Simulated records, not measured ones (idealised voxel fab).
process module | voxel gate over fins
cross-section cut | 300 nm wide | cells 5 nm
A cross-section is a grid of square cells, given in bands from the top down. A band is one or more rows of cells.
Each band's line starts with the height of the band's top and of its bottom, in nm. Then come its materials from left to right, each with its width in nm. One material with "throughout" fills the band from edge to edge. "air" is empty space.
Height 0 is the level under which the wafer as received is all one material. The lowest band goes on downwards, as in "0 down".
A width such as "30 to 40" changes by the same amount from each row of cells to the next, from the band's top row to its bottom row.
"no change" after a step means that no cell of the cross-section changed.
closed voids: empty space of 8 cells or more with no open way to the top, each as width x height at its distance from the left edge, in nm
after a step's settings: what the simulator itself notes on the step
overlay nm, on a step with a mask: how far to the right of its planned place the mask lay; to the left if negative
plan
1 op RECEIVE | material Si
2 op CONFORMAL_DEP | material SiN | thk nm 5
3 op MASKED_ETCH | tone cover | mask id FINS | width nm 15 | pitch nm 45 | etch materials SiN | depth nm 5 | overlay nm 0
4 op MASKED_ETCH | tone cover | mask id FINS | width nm 15 | pitch nm 45 | etch materials Si | depth nm 35 | overlay nm 0
5 op FILL_DEP | material SiO2 | thk nm 5
6 op CMP | height nm 5
7 op SELECTIVE_ETCH | etch materials SiO2 | depth nm 20
8 op STRIP | etch materials SiN
9 op CONFORMAL_DEP | material HfO2 | thk nm 5
10 op CONFORMAL_DEP | material TiN | thk nm 5
11 op CONFORMAL_DEP | material TiAl | thk nm 5
12 op CONFORMAL_DEP | material TiN | thk nm 5
13 op FILL_DEP | material W | thk nm 10
14 op CMP | height nm 25
15 op CONFORMAL_DEP | material SiCN | thk nm 5
first wafer, as planned
as received, after step 1
  0 down: Si throughout
  closed voids: none
after step 2
  5 to 0: SiN throughout
  below 0: unchanged
after step 3
  5 to 0: air 120 | SiN 15 | air 30 | SiN 15 | air 120
  below 0: unchanged
after step 4
  5 to 0: air 120 | SiN 15 | air 30 | SiN 15 | air 120
  0 to -35: air 120 | Si 15 | air 30 | Si 15 | air 120
  below -35: unchanged
after step 5
  10 to 5: SiO2 throughout
  5 to 0: SiO2 120 | SiN 15 | SiO2 30 | SiN 15 | SiO2 120
  0 to -35: SiO2 120 | Si 15 | SiO2 30 | Si 15 | SiO2 120
  below -35: unchanged
after step 6
  5 to 0: SiO2 120 | SiN 15 | SiO2 30 | SiN 15 | SiO2 120
  below 0: unchanged
after step 7
  5 to 0: air 120 | SiN 15 | air 30 | SiN 15 | air 120
  0 to -15: air 120 | Si 15 | air 30 | Si 15 | air 120
  below -15: unchanged
after step 8
  0 to -15: air 120 | Si 15 | air 30 | Si 15 | air 120
  below -15: unchanged
after step 9
  5 to 0: air 115 | HfO2 25 | air 20 | HfO2 25 | air 115
  0 to -10: air 115 | HfO2 5 | Si 15 | HfO2 5 | air 20 | HfO2 5 | Si 15 | HfO2 5 | air 115
  -10 to -15: HfO2 120 | Si 15 | HfO2 30 | Si 15 | HfO2 120
  below -15: unchanged
after step 10
  10 to 5: air 110 | TiN 35 | air 10 | TiN 35 | air 110
  5 to 0: air 110 | TiN 5 | HfO2 25 | TiN 5 | air 10 | TiN 5 | HfO2 25 | TiN 5 | air 110
  0 to -5: air 110 | TiN 5 | HfO2 5 | Si 15 | HfO2 5 | TiN 5 | air 10 | TiN 5 | HfO2 5 | Si 15 | HfO2 5 | TiN 5 | air 110
  -5 to -10: TiN 115 | HfO2 5 | Si 15 | HfO2 5 | TiN 20 | HfO2 5 | Si 15 | HfO2 5 | TiN 115
  below -10: unchanged
after step 11
  15 to 10: air 105 | TiAl 90 | air 105
  10 to 5: air 105 | TiAl 5 | TiN 35 | TiAl 10 | TiN 35 | TiAl 5 | air 105
  5 to 0: air 105 | TiAl 5 | TiN 5 | HfO2 25 | TiN 5 | TiAl 10 | TiN 5 | HfO2 25 | TiN 5 | TiAl 5 | air 105
  0 to -5: TiAl 110 | TiN 5 | HfO2 5 | Si 15 | HfO2 5 | TiN 5 | TiAl 10 | TiN 5 | HfO2 5 | Si 15 | HfO2 5 | TiN 5 | TiAl 110
  below -5: unchanged
after step 12
  20 to 15: air 100 | TiN 100 | air 100
  15 to 10: air 100 | TiN 5 | TiAl 90 | TiN 5 | air 100
  10 to 5: air 100 | TiN 5 | TiAl 5 | TiN 35 | TiAl 10 | TiN 35 | TiAl 5 | TiN 5 | air 100
  5 to 0: TiN 105 | TiAl 5 | TiN 5 | HfO2 25 | TiN 5 | TiAl 10 | TiN 5 | HfO2 25 | TiN 5 | TiAl 5 | TiN 105
  below 0: unchanged
after step 13
  30 to 20: W throughout
  20 to 15: W 100 | TiN 100 | W 100
  15 to 10: W 100 | TiN 5 | TiAl 90 | TiN 5 | W 100
  10 to 5: W 100 | TiN 5 | TiAl 5 | TiN 35 | TiAl 10 | TiN 35 | TiAl 5 | TiN 5 | W 100
  below 5: unchanged
after step 14
  25 to 20: W throughout
  below 20: unchanged
after step 15
  30 to 25: SiCN throughout
  below 25: unchanged
second wafer: like start, like plan, one mistake. Through step 8 it matches the first wafer
when step 9 should have ended: no change
when step 10 should have ended
  5 to 0: air 115 | TiN 25 | air 20 | TiN 25 | air 115
  0 to -10: air 115 | TiN 5 | Si 15 | TiN 5 | air 20 | TiN 5 | Si 15 | TiN 5 | air 115
  -10 to -15: TiN 120 | Si 15 | TiN 30 | Si 15 | TiN 120
  below -15: unchanged
when step 11 should have ended
  10 to 5: air 110 | TiAl 35 | air 10 | TiAl 35 | air 110
  5 to 0: air 110 | TiAl 5 | TiN 25 | TiAl 5 | air 10 | TiAl 5 | TiN 25 | TiAl 5 | air 110
  0 to -5: air 110 | TiAl 5 | TiN 5 | Si 15 | TiN 5 | TiAl 5 | air 10 | TiAl 5 | TiN 5 | Si 15 | TiN 5 | TiAl 5 | air 110
  -5 to -10: TiAl 115 | TiN 5 | Si 15 | TiN 5 | TiAl 20 | TiN 5 | Si 15 | TiN 5 | TiAl 115
  below -10: unchanged
when step 12 should have ended
  15 to 10: air 105 | TiN 90 | air 105
  10 to 5: air 105 | TiN 5 | TiAl 35 | TiN 10 | TiAl 35 | TiN 5 | air 105
  5 to 0: air 105 | TiN 5 | TiAl 5 | TiN 25 | TiAl 5 | TiN 10 | TiAl 5 | TiN 25 | TiAl 5 | TiN 5 | air 105
  0 to -5: TiN 110 | TiAl 5 | TiN 5 | Si 15 | TiN 5 | TiAl 5 | TiN 10 | TiAl 5 | TiN 5 | Si 15 | TiN 5 | TiAl 5 | TiN 110
  below -5: unchanged
when step 13 should have ended
  25 to 15: W throughout
  15 to 10: W 105 | TiN 90 | W 105
  10 to 5: W 105 | TiN 5 | TiAl 35 | TiN 10 | TiAl 35 | TiN 5 | W 105
  5 to 0: W 105 | TiN 5 | TiAl 5 | TiN 25 | TiAl 5 | TiN 10 | TiAl 5 | TiN 25 | TiAl 5 | TiN 5 | W 105
  below 0: unchanged
when step 14 should have ended: no change
when step 15 should have ended
  30 to 25: SiCN throughout
  below 25: unchanged
what went wrong: step 9 was left out
at the end the second wafer has, in cells: 72 fewer of HfO2 | 6 more of TiN | 66 more of W
